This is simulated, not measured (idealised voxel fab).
process module | voxel ribs on slabs
cross-section cut | 195 nm wide | cells 5 nm
A cross-section is a grid of square cells, given in bands from the top down. A band is one or more rows of cells.
Each band's line starts with the height of the band's top and of its bottom, in nm. Then come its materials from left to right, each with its width in nm. One material with "throughout" fills the band from edge to edge. "air" is empty space.
Height 0 is the level under which the wafer as received is all one material. The lowest band goes on downwards, as in "0 down".
A width such as "30 to 40" changes by the same amount from each row of cells to the next, from the band's top row to its bottom row.
"no change" after a step means that no cell of the cross-section changed.
closed voids: empty space of 8 cells or more with no open way to the top, each as width x height at its distance from the left edge, in nm
after a step's settings: what the simulator itself notes on the step
overlay nm, on a step with a mask: how far to the right of its planned place the mask lay; to the left if negative
plan
1 op RECEIVE | material Si
2 op DIRECTIONAL_DEP | material SiO2 | thk nm 25
3 op DIRECTIONAL_DEP | material SiN | thk nm 15
4 op MASKED_ETCH | tone cover | mask id RIB | width nm 25 | etch materials SiN | depth nm 10 | overlay nm 0
5 op DIRECTIONAL_DEP | material aC | thk nm 15
6 op PATTERN | tone cover | mask id SLAB | material resist | width nm 85 | thk nm 35 | overlay nm 0
7 op DIRECTIONAL_ETCH | etch materials aC | depth nm 15
8 op STRIP | etch materials resist
9 op DIRECTIONAL_ETCH | etch materials SiN | depth nm 5
10 op STRIP | etch materials aC
11 op FILL_DEP | material SiO2 | thk nm 20
12 op CMP | height nm 55
13 op DIRECTIONAL_DEP | material TiN | thk nm 10
14 op MASKED_ETCH | tone cover | mask id HEATER | width nm 35 | etch materials TiN | depth nm 10 | overlay nm 0
15 op CONFORMAL_DEP | material SiN | thk nm 5
first wafer, as planned
as received, after step 1
  0 down: Si throughout
  closed voids: none
after step 2
  25 to 0: SiO2 throughout
  below 0: unchanged
after step 3
  40 to 25: SiN throughout
  below 25: unchanged
after step 4
  40 to 30: air 85 | SiN 25 | air 85
  below 30: unchanged
after step 5
  55 to 45: air 85 | aC 25 | air 85
  45 to 40: aC throughout
  40 to 30: aC 85 | SiN 25 | aC 85
  below 30: unchanged
after step 6
  90 to 55: air 55 | resist 85 | air 55
  55 to 45: air 55 | resist 30 | aC 25 | resist 30 | air 55
  below 45: unchanged
after step 7
  75 to 55: air 55 | resist 85 | air 55
  55 to 45: air 55 | resist 30 | aC 25 | resist 30 | air 55
  45 to 40: air 55 | aC 85 | air 55
  40 to 30: air 55 | aC 30 | SiN 25 | aC 30 | air 55
  below 30: unchanged
after step 8
  55 to 45: air 85 | aC 25 | air 85
  below 45: unchanged
after step 9
  55 to 45: air 85 | aC 25 | air 85
  45 to 40: air 55 | aC 85 | air 55
  40 to 30: air 55 | aC 30 | SiN 25 | aC 30 | air 55
  30 to 25: air 55 | SiN 85 | air 55
  below 25: unchanged
after step 10
  40 to 30: air 85 | SiN 25 | air 85
  below 30: unchanged
after step 11
  60 to 40: SiO2 throughout
  40 to 30: SiO2 85 | SiN 25 | SiO2 85
  30 to 25: SiO2 55 | SiN 85 | SiO2 55
  below 25: unchanged
after step 12
  55 to 40: SiO2 throughout
  below 40: unchanged
after step 13
  65 to 55: TiN throughout
  below 55: unchanged
after step 14
  65 to 55: air 80 | TiN 35 | air 80
  below 55: unchanged
after step 15
  70 to 65: air 75 | SiN 45 | air 75
  65 to 60: air 75 | SiN 5 | TiN 35 | SiN 5 | air 75
  60 to 55: SiN 80 | TiN 35 | SiN 80
  below 55: unchanged
second wafer: like start, like plan, one mistake. Through step 14 it matches the first wafer
when step 15 should have ended: no change
what went wrong: step 15 was left out
at the end the second wafer has, in cells: 43 fewer of SiN
